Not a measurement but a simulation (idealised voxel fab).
Herein follows the process module entitled voxel wiring stack.
Xsec cut, 250 nm wide, square cell size 5 nm.
The cross-sections in this document take the form of a grid made of square cells. They are written out as bands, in order from top to bottom. Each band consists of one or more rows of cells.
Top, bottom (nm), then materials left to right with widths (nm); lone material tagged "all across" fills the whole band edge to edge; "blank" = empty space.
Below 0: as-received wafer, all one material; heights counted from there. Lowest band: no bottom, goes on down, written "0 nm and below".
Width "30->40": first value at the band's top row of cells, second value at its bottom row, equal change from row to row.
Where a step carries "nothing changed", the cross-section came out of it unchanged, cell for cell.
Entry "Listed closed voids". Content: empty spaces with no open connection to the top, size 8 cells or greater. Each: width x height at distance. Distance: from left edge. Unit: nm.
If you see something after the settings on a step's line, that's the simulator's own remark about that step.
Among the settings permitted on a step's line is "overlay nm"; applied to a step with a mask, it specifies the extent to which the mask lay to the right of its planned position, whereas a negative figure signifies a position to the left.
**Process steps (planned)**
1: RECEIVE with material Si
2: CONFORMAL_DEP with material SiO2, thk nm 10
3: CONFORMAL_DEP with material SiCN, thk nm 5
4: DIRECTIONAL_DEP with material lowk, thk nm 15
5: DIRECTIONAL_DEP with material aC, thk nm 15
6: PATTERN with tone open, mask id METAL_1, material resist, width nm 20, pitch nm 40, thk nm 35, overlay nm 0
7: DIRECTIONAL_ETCH with etch materials aC, depth nm 15
8: STRIP with etch materials resist
9: DIRECTIONAL_ETCH with etch materials lowk, depth nm 15
10: DIRECTIONAL_ETCH with etch materials SiCN, depth nm 5
11: STRIP with etch materials aC
12: CONFORMAL_DEP with material TiN, thk nm 5
13: FILL_DEP with material W, thk nm 5
14: CMP with height nm 30
15: CONFORMAL_DEP with material SiCN, thk nm 5
16: DIRECTIONAL_DEP with material SiO2, thk nm 10
17: DIRECTIONAL_DEP with material aC, thk nm 10
18: PATTERN with tone open, mask id PLUG_1, material resist, width nm 15, pitch nm 40, thk nm 30, overlay nm 0
19: DIRECTIONAL_ETCH with etch materials aC, depth nm 10
20: STRIP with etch materials resist
21: DIRECTIONAL_ETCH with etch materials SiO2, depth nm 10
22: DIRECTIONAL_ETCH with etch materials SiCN, depth nm 5
23: STRIP with etch materials aC
24: CONFORMAL_DEP with material TiN, thk nm 5
25: FILL_DEP with material Cu, thk nm 10
26: CMP with height nm 45
27: CONFORMAL_DEP with material SiCN, thk nm 5
28: DIRECTIONAL_DEP with material SiO2, thk nm 15
29: DIRECTIONAL_DEP with material aC, thk nm 15
30: PATTERN with tone open, mask id METAL_2, material resist, width nm 20, pitch nm 40, thk nm 35, overlay nm 0
31: DIRECTIONAL_ETCH with etch materials aC, depth nm 15
32: STRIP with etch materials resist
33: DIRECTIONAL_ETCH with etch materials SiO2, depth nm 15
34: DIRECTIONAL_ETCH with etch materials SiCN, depth nm 5
35: STRIP with etch materials aC
36: CONFORMAL_DEP with material TiN, thk nm 5
37: FILL_DEP with material Ru, thk nm 5
38: CMP with height nm 65
39: CONFORMAL_DEP with material SiCN, thk nm 5
40: DIRECTIONAL_DEP with material lowk, thk nm 35
41: DIRECTIONAL_DEP with material aC, thk nm 10
42: PATTERN with tone open, mask id METAL_3_HOLES, material resist, width nm 15, pitch nm 40, thk nm 25, overlay nm 0
43: DIRECTIONAL_ETCH with etch materials aC, depth nm 10
44: STRIP with etch materials resist
45: DIRECTIONAL_ETCH with etch materials lowk, depth nm 35
46: STRIP with etch materials aC
47: PATTERN with tone open, mask id METAL_3, material resist, width nm 20, pitch nm 40, thk nm 20, overlay nm 0
48: DIRECTIONAL_ETCH with etch materials lowk, depth nm 20
49: DIRECTIONAL_ETCH with etch materials SiCN, depth nm 5
50: STRIP with etch materials resist
51: CONFORMAL_DEP with material TiN, thk nm 5
52: FILL_DEP with material Cu, thk nm 5
53: CMP with height nm 105
54: CONFORMAL_DEP with material SiN, thk nm 5
**The first of two wafers, run as planned**
**Wafer as received: cross-section following step 1**
    0 nm and below = Si all across
    Listed closed voids: none
**After step 2: wafer cross-section**
    10 nm to 0 nm = SiO2 all across
    Whatever lies below 0 is exactly as it was before.
**After step 3: wafer cross-section**
    15 nm to 10 nm = SiCN all across
    Whatever lies below 10 is exactly as it was before.
**After step 4: wafer cross-section**
    30 nm to 15 nm = lowk all across
    Whatever lies below 15 is exactly as it was before.
**After step 5: wafer cross-section**
    45 nm to 30 nm = aC all across
    Whatever lies below 30 is exactly as it was before.
**After step 6: wafer cross-section**
    80 nm to 45 nm = 75 resist; 20 blank; 20 resist; 20 blank; 20 resist; 20 blank; 75 resist
    Whatever lies below 45 is exactly as it was before.
**After step 7: wafer cross-section**
    65 nm to 45 nm = 75 resist; 20 blank; 20 resist; 20 blank; 20 resist; 20 blank; 75 resist
    45 nm to 30 nm = 75 aC; 20 blank; 20 aC; 20 blank; 20 aC; 20 blank; 75 aC
    Whatever lies below 30 is exactly as it was before.
**After step 8: wafer cross-section**
    45 nm to 30 nm = 75 aC; 20 blank; 20 aC; 20 blank; 20 aC; 20 blank; 75 aC
    Whatever lies below 30 is exactly as it was before.
**After step 9: wafer cross-section**
    45 nm to 30 nm = 75 aC; 20 blank; 20 aC; 20 blank; 20 aC; 20 blank; 75 aC
    30 nm to 15 nm = 75 lowk; 20 blank; 20 lowk; 20 blank; 20 lowk; 20 blank; 75 lowk
    Whatever lies below 15 is exactly as it was before.
**After step 10: wafer cross-section**
    45 nm to 30 nm = 75 aC; 20 blank; 20 aC; 20 blank; 20 aC; 20 blank; 75 aC
    30 nm to 15 nm = 75 lowk; 20 blank; 20 lowk; 20 blank; 20 lowk; 20 blank; 75 lowk
    15 nm to 10 nm = 75 SiCN; 20 blank; 20 SiCN; 20 blank; 20 SiCN; 20 blank; 75 SiCN
    Whatever lies below 10 is exactly as it was before.
**After step 11: wafer cross-section**
    30 nm to 15 nm = 75 lowk; 20 blank; 20 lowk; 20 blank; 20 lowk; 20 blank; 75 lowk
    Whatever lies below 15 is exactly as it was before.
**After step 12: wafer cross-section**
    35 nm to 30 nm = 80 TiN; 10 blank; 30 TiN; 10 blank; 30 TiN; 10 blank; 80 TiN
    30 nm to 15 nm = 75 lowk; 5 TiN; 10 blank; 5 TiN; 20 lowk; 5 TiN; 10 blank; 5 TiN; 20 lowk; 5 TiN; 10 blank; 5 TiN; 75 lowk
    15 nm to 10 nm = 75 SiCN; 20 TiN; 20 SiCN; 20 TiN; 20 SiCN; 20 TiN; 75 SiCN
    Whatever lies below 10 is exactly as it was before.
**After step 13: wafer cross-section**
    40 nm to 35 nm = W all across
    35 nm to 30 nm = 80 TiN; 10 W; 30 TiN; 10 W; 30 TiN; 10 W; 80 TiN
    30 nm to 15 nm = 75 lowk; 5 TiN; 10 W; 5 TiN; 20 lowk; 5 TiN; 10 W; 5 TiN; 20 lowk; 5 TiN; 10 W; 5 TiN; 75 lowk
    Whatever lies below 15 is exactly as it was before.
**After step 14: wafer cross-section**
    30 nm to 15 nm = 75 lowk; 5 TiN; 10 W; 5 TiN; 20 lowk; 5 TiN; 10 W; 5 TiN; 20 lowk; 5 TiN; 10 W; 5 TiN; 75 lowk
    Whatever lies below 15 is exactly as it was before.
**After step 15: wafer cross-section**
    35 nm to 30 nm = SiCN all across
    Whatever lies below 30 is exactly as it was before.
**After step 16: wafer cross-section**
    45 nm to 35 nm = SiO2 all across
    Whatever lies below 35 is exactly as it was before.
**After step 17: wafer cross-section**
    55 nm to 45 nm = aC all across
    Whatever lies below 45 is exactly as it was before.
**After step 18: wafer cross-section**
    85 nm to 55 nm = 75 resist; 15 blank; 25 resist; 15 blank; 25 resist; 15 blank; 80 resist
    Whatever lies below 55 is exactly as it was before.
**After step 19: wafer cross-section**
    75 nm to 55 nm = 75 resist; 15 blank; 25 resist; 15 blank; 25 resist; 15 blank; 80 resist
    55 nm to 45 nm = 75 aC; 15 blank; 25 aC; 15 blank; 25 aC; 15 blank; 80 aC
    Whatever lies below 45 is exactly as it was before.
**After step 20: wafer cross-section**
    55 nm to 45 nm = 75 aC; 15 blank; 25 aC; 15 blank; 25 aC; 15 blank; 80 aC
    Whatever lies below 45 is exactly as it was before.
**After step 21: wafer cross-section**
    55 nm to 45 nm = 75 aC; 15 blank; 25 aC; 15 blank; 25 aC; 15 blank; 80 aC
    45 nm to 35 nm = 75 SiO2; 15 blank; 25 SiO2; 15 blank; 25 SiO2; 15 blank; 80 SiO2
    Whatever lies below 35 is exactly as it was before.
**After step 22: wafer cross-section**
    55 nm to 45 nm = 75 aC; 15 blank; 25 aC; 15 blank; 25 aC; 15 blank; 80 aC
    45 nm to 35 nm = 75 SiO2; 15 blank; 25 SiO2; 15 blank; 25 SiO2; 15 blank; 80 SiO2
    35 nm to 30 nm = 75 SiCN; 15 blank; 25 SiCN; 15 blank; 25 SiCN; 15 blank; 80 SiCN
    Whatever lies below 30 is exactly as it was before.
**After step 23: wafer cross-section**
    45 nm to 35 nm = 75 SiO2; 15 blank; 25 SiO2; 15 blank; 25 SiO2; 15 blank; 80 SiO2
    Whatever lies below 35 is exactly as it was before.
**After step 24: wafer cross-section**
    50 nm to 45 nm = 80 TiN; 5 blank; 35 TiN; 5 blank; 35 TiN; 5 blank; 85 TiN
    45 nm to 35 nm = 75 SiO2; 5 TiN; 5 blank; 5 TiN; 25 SiO2; 5 TiN; 5 blank; 5 TiN; 25 SiO2; 5 TiN; 5 blank; 5 TiN; 80 SiO2
    35 nm to 30 nm = 75 SiCN; 15 TiN; 25 SiCN; 15 TiN; 25 SiCN; 15 TiN; 80 SiCN
    Whatever lies below 30 is exactly as it was before.
**After step 25: wafer cross-section**
    60 nm to 50 nm = Cu all across
    50 nm to 45 nm = 80 TiN; 5 Cu; 35 TiN; 5 Cu; 35 TiN; 5 Cu; 85 TiN
    45 nm to 35 nm = 75 SiO2; 5 TiN; 5 Cu; 5 TiN; 25 SiO2; 5 TiN; 5 Cu; 5 TiN; 25 SiO2; 5 TiN; 5 Cu; 5 TiN; 80 SiO2
    Whatever lies below 35 is exactly as it was before.
**After step 26: wafer cross-section**
    45 nm to 35 nm = 75 SiO2; 5 TiN; 5 Cu; 5 TiN; 25 SiO2; 5 TiN; 5 Cu; 5 TiN; 25 SiO2; 5 TiN; 5 Cu; 5 TiN; 80 SiO2
    Whatever lies below 35 is exactly as it was before.
**After step 27: wafer cross-section**
    50 nm to 45 nm = SiCN all across
    Whatever lies below 45 is exactly as it was before.
**After step 28: wafer cross-section**
    65 nm to 50 nm = SiO2 all across
    Whatever lies below 50 is exactly as it was before.
**After step 29: wafer cross-section**
    80 nm to 65 nm = aC all across
    Whatever lies below 65 is exactly as it was before.
**After step 30: wafer cross-section**
    115 nm to 80 nm = 75 resist; 20 blank; 20 resist; 20 blank; 20 resist; 20 blank; 75 resist
    Whatever lies below 80 is exactly as it was before.
**After step 31: wafer cross-section**
    100 nm to 80 nm = 75 resist; 20 blank; 20 resist; 20 blank; 20 resist; 20 blank; 75 resist
    80 nm to 65 nm = 75 aC; 20 blank; 20 aC; 20 blank; 20 aC; 20 blank; 75 aC
    Whatever lies below 65 is exactly as it was before.
**After step 32: wafer cross-section**
    80 nm to 65 nm = 75 aC; 20 blank; 20 aC; 20 blank; 20 aC; 20 blank; 75 aC
    Whatever lies below 65 is exactly as it was before.
**After step 33: wafer cross-section**
    80 nm to 65 nm = 75 aC; 20 blank; 20 aC; 20 blank; 20 aC; 20 blank; 75 aC
    65 nm to 50 nm = 75 SiO2; 20 blank; 20 SiO2; 20 blank; 20 SiO2; 20 blank; 75 SiO2
    Whatever lies below 50 is exactly as it was before.
**After step 34: wafer cross-section**
    80 nm to 65 nm = 75 aC; 20 blank; 20 aC; 20 blank; 20 aC; 20 blank; 75 aC
    65 nm to 50 nm = 75 SiO2; 20 blank; 20 SiO2; 20 blank; 20 SiO2; 20 blank; 75 SiO2
    50 nm to 45 nm = 75 SiCN; 20 blank; 20 SiCN; 20 blank; 20 SiCN; 20 blank; 75 SiCN
    Whatever lies below 45 is exactly as it was before.
**After step 35: wafer cross-section**
    65 nm to 50 nm = 75 SiO2; 20 blank; 20 SiO2; 20 blank; 20 SiO2; 20 blank; 75 SiO2
    Whatever lies below 50 is exactly as it was before.
**After step 36: wafer cross-section**
    70 nm to 65 nm = 80 TiN; 10 blank; 30 TiN; 10 blank; 30 TiN; 10 blank; 80 TiN
    65 nm to 50 nm = 75 SiO2; 5 TiN; 10 blank; 5 TiN; 20 SiO2; 5 TiN; 10 blank; 5 TiN; 20 SiO2; 5 TiN; 10 blank; 5 TiN; 75 SiO2
    50 nm to 45 nm = 75 SiCN; 20 TiN; 20 SiCN; 20 TiN; 20 SiCN; 20 TiN; 75 SiCN
    Whatever lies below 45 is exactly as it was before.
**After step 37: wafer cross-section**
    75 nm to 70 nm = Ru all across
    70 nm to 65 nm = 80 TiN; 10 Ru; 30 TiN; 10 Ru; 30 TiN; 10 Ru; 80 TiN
    65 nm to 50 nm = 75 SiO2; 5 TiN; 10 Ru; 5 TiN; 20 SiO2; 5 TiN; 10 Ru; 5 TiN; 20 SiO2; 5 TiN; 10 Ru; 5 TiN; 75 SiO2
    Whatever lies below 50 is exactly as it was before.
**After step 38: wafer cross-section**
    65 nm to 50 nm = 75 SiO2; 5 TiN; 10 Ru; 5 TiN; 20 SiO2; 5 TiN; 10 Ru; 5 TiN; 20 SiO2; 5 TiN; 10 Ru; 5 TiN; 75 SiO2
    Whatever lies below 50 is exactly as it was before.
**After step 39: wafer cross-section**
    70 nm to 65 nm = SiCN all across
    Whatever lies below 65 is exactly as it was before.
**After step 40: wafer cross-section**
    105 nm to 70 nm = lowk all across
    Whatever lies below 70 is exactly as it was before.
**After step 41: wafer cross-section**
    115 nm to 105 nm = aC all across
    Whatever lies below 105 is exactly as it was before.
**After step 42: wafer cross-section**
    140 nm to 115 nm = 75 resist; 15 blank; 25 resist; 15 blank; 25 resist; 15 blank; 80 resist
    Whatever lies below 115 is exactly as it was before.
**After step 43: wafer cross-section**
    130 nm to 115 nm = 75 resist; 15 blank; 25 resist; 15 blank; 25 resist; 15 blank; 80 resist
    115 nm to 105 nm = 75 aC; 15 blank; 25 aC; 15 blank; 25 aC; 15 blank; 80 aC
    Whatever lies below 105 is exactly as it was before.
**After step 44: wafer cross-section**
    115 nm to 105 nm = 75 aC; 15 blank; 25 aC; 15 blank; 25 aC; 15 blank; 80 aC
    Whatever lies below 105 is exactly as it was before.
**After step 45: wafer cross-section**
    115 nm to 105 nm = 75 aC; 15 blank; 25 aC; 15 blank; 25 aC; 15 blank; 80 aC
    105 nm to 70 nm = 75 lowk; 15 blank; 25 lowk; 15 blank; 25 lowk; 15 blank; 80 lowk
    Whatever lies below 70 is exactly as it was before.
**After step 46: wafer cross-section**
    105 nm to 70 nm = 75 lowk; 15 blank; 25 lowk; 15 blank; 25 lowk; 15 blank; 80 lowk
    Whatever lies below 70 is exactly as it was before.
**After step 47: wafer cross-section**
    125 nm to 105 nm = 75 resist; 20 blank; 20 resist; 20 blank; 20 resist; 20 blank; 75 resist
    Whatever lies below 105 is exactly as it was before.
**After step 48: wafer cross-section**
    125 nm to 105 nm = 75 resist; 20 blank; 20 resist; 20 blank; 20 resist; 20 blank; 75 resist
    105 nm to 85 nm = 75 lowk; 20 blank; 20 lowk; 20 blank; 20 lowk; 20 blank; 75 lowk
    Whatever lies below 85 is exactly as it was before.
**After step 49: wafer cross-section**
    125 nm to 105 nm = 75 resist; 20 blank; 20 resist; 20 blank; 20 resist; 20 blank; 75 resist
    105 nm to 85 nm = 75 lowk; 20 blank; 20 lowk; 20 blank; 20 lowk; 20 blank; 75 lowk
    85 nm to 70 nm = 75 lowk; 15 blank; 25 lowk; 15 blank; 25 lowk; 15 blank; 80 lowk
    70 nm to 65 nm = 75 SiCN; 15 blank; 25 SiCN; 15 blank; 25 SiCN; 15 blank; 80 SiCN
    Whatever lies below 65 is exactly as it was before.
**After step 50: wafer cross-section**
    105 nm to 85 nm = 75 lowk; 20 blank; 20 lowk; 20 blank; 20 lowk; 20 blank; 75 lowk
    Whatever lies below 85 is exactly as it was before.
**After step 51: wafer cross-section**
    110 nm to 105 nm = 80 TiN; 10 blank; 30 TiN; 10 blank; 30 TiN; 10 blank; 80 TiN
    105 nm to 90 nm = 75 lowk; 5 TiN; 10 blank; 5 TiN; 20 lowk; 5 TiN; 10 blank; 5 TiN; 20 lowk; 5 TiN; 10 blank; 5 TiN; 75 lowk
    90 nm to 85 nm = 75 lowk; 5 TiN; 5 blank; 10 TiN; 20 lowk; 5 TiN; 5 blank; 10 TiN; 20 lowk; 5 TiN; 5 blank; 10 TiN; 75 lowk
    85 nm to 70 nm = 75 lowk; 5 TiN; 5 blank; 5 TiN; 25 lowk; 5 TiN; 5 blank; 5 TiN; 25 lowk; 5 TiN; 5 blank; 5 TiN; 80 lowk
    70 nm to 65 nm = 75 SiCN; 15 TiN; 25 SiCN; 15 TiN; 25 SiCN; 15 TiN; 80 SiCN
    Whatever lies below 65 is exactly as it was before.
**After step 52: wafer cross-section**
    115 nm to 110 nm = Cu all across
    110 nm to 105 nm = 80 TiN; 10 Cu; 30 TiN; 10 Cu; 30 TiN; 10 Cu; 80 TiN
    105 nm to 90 nm = 75 lowk; 5 TiN; 10 Cu; 5 TiN; 20 lowk; 5 TiN; 10 Cu; 5 TiN; 20 lowk; 5 TiN; 10 Cu; 5 TiN; 75 lowk
    90 nm to 85 nm = 75 lowk; 5 TiN; 5 Cu; 10 TiN; 20 lowk; 5 TiN; 5 Cu; 10 TiN; 20 lowk; 5 TiN; 5 Cu; 10 TiN; 75 lowk
    85 nm to 70 nm = 75 lowk; 5 TiN; 5 Cu; 5 TiN; 25 lowk; 5 TiN; 5 Cu; 5 TiN; 25 lowk; 5 TiN; 5 Cu; 5 TiN; 80 lowk
    Whatever lies below 70 is exactly as it was before.
**After step 53: wafer cross-section**
    105 nm to 90 nm = 75 lowk; 5 TiN; 10 Cu; 5 TiN; 20 lowk; 5 TiN; 10 Cu; 5 TiN; 20 lowk; 5 TiN; 10 Cu; 5 TiN; 75 lowk
    Whatever lies below 90 is exactly as it was before.
**After step 54: wafer cross-section**
    110 nm to 105 nm = SiN all across
    Whatever lies below 105 is exactly as it was before.
**Second wafer: same start and same plan as the first, one execution error; identical to the first through step 46**
**Here is the second wafer in cross-section at the point where step 47 of the plan should have been done**
    125 nm to 105 nm = 75 blank; 20 resist; 20 blank; 20 resist; 20 blank; 20 resist; 75 blank
    105 nm to 70 nm = 75 lowk; 15 resist; 25 lowk; 15 resist; 25 lowk; 15 resist; 80 lowk
    Whatever lies below 70 is exactly as it was before.
**Here is the second wafer in cross-section at the point where step 48 of the plan should have been done**
    125 nm to 105 nm = 75 blank; 20 resist; 20 blank; 20 resist; 20 blank; 20 resist; 75 blank
    105 nm to 85 nm = 75 blank; 15 resist; 5 lowk; 20 blank; 15 resist; 5 lowk; 20 blank; 15 resist; 5 lowk; 75 blank
    Whatever lies below 85 is exactly as it was before.
Here is the second wafer in cross-section at the point where step 49 of the plan should have been done: nothing changed
**Here is the second wafer in cross-section at the point where step 50 of the plan should have been done**
    105 nm to 85 nm = 90 blank; 5 lowk; 35 blank; 5 lowk; 35 blank; 5 lowk; 75 blank
    85 nm to 70 nm = 75 lowk; 15 blank; 25 lowk; 15 blank; 25 lowk; 15 blank; 80 lowk
    Whatever lies below 70 is exactly as it was before.
**Here is the second wafer in cross-section at the point where step 51 of the plan should have been done**
    110 nm to 105 nm = 85 blank; 15 TiN; 25 blank; 15 TiN; 25 blank; 15 TiN; 70 blank
    105 nm to 90 nm = 85 blank; 5 TiN; 5 lowk; 5 TiN; 25 blank; 5 TiN; 5 lowk; 5 TiN; 25 blank; 5 TiN; 5 lowk; 5 TiN; 70 blank
    90 nm to 85 nm = 80 TiN; 5 blank; 5 TiN; 5 lowk; 25 TiN; 5 blank; 5 TiN; 5 lowk; 25 TiN; 5 blank; 5 TiN; 5 lowk; 75 TiN
    85 nm to 75 nm = 75 lowk; 5 TiN; 5 blank; 5 TiN; 25 lowk; 5 TiN; 5 blank; 5 TiN; 25 lowk; 5 TiN; 5 blank; 5 TiN; 80 lowk
    75 nm to 70 nm = 75 lowk; 15 TiN; 25 lowk; 15 TiN; 25 lowk; 15 TiN; 80 lowk
    Whatever lies below 70 is exactly as it was before.
**Here is the second wafer in cross-section at the point where step 52 of the plan should have been done**
    115 nm to 110 nm = Cu all across
    110 nm to 105 nm = 85 Cu; 15 TiN; 25 Cu; 15 TiN; 25 Cu; 15 TiN; 70 Cu
    105 nm to 90 nm = 85 Cu; 5 TiN; 5 lowk; 5 TiN; 25 Cu; 5 TiN; 5 lowk; 5 TiN; 25 Cu; 5 TiN; 5 lowk; 5 TiN; 70 Cu
    90 nm to 85 nm = 80 TiN; 5 Cu; 5 TiN; 5 lowk; 25 TiN; 5 Cu; 5 TiN; 5 lowk; 25 TiN; 5 Cu; 5 TiN; 5 lowk; 75 TiN
    85 nm to 75 nm = 75 lowk; 5 TiN; 5 Cu; 5 TiN; 25 lowk; 5 TiN; 5 Cu; 5 TiN; 25 lowk; 5 TiN; 5 Cu; 5 TiN; 80 lowk
    Whatever lies below 75 is exactly as it was before.
**Here is the second wafer in cross-section at the point where step 53 of the plan should have been done**
    105 nm to 90 nm = 85 Cu; 5 TiN; 5 lowk; 5 TiN; 25 Cu; 5 TiN; 5 lowk; 5 TiN; 25 Cu; 5 TiN; 5 lowk; 5 TiN; 70 Cu
    Whatever lies below 90 is exactly as it was before.
**Here is the second wafer in cross-section at the point where step 54 of the plan should have been done**
    110 nm to 105 nm = SiN all across
    Whatever lies below 105 is exactly as it was before.
Run error: for step 47, the planned setting was not used; the step was instead run as PATTERN with tone cover, mask id METAL_3, material resist, width nm 20, pitch nm 40, thk nm 20, overlay nm 0
Wrapping up, a cell-based count of both wafers puts the second over or under the first for these materials: Cu: 102 more; SiCN: 9 more; TiN: 29 more; lowk: 140 fewer
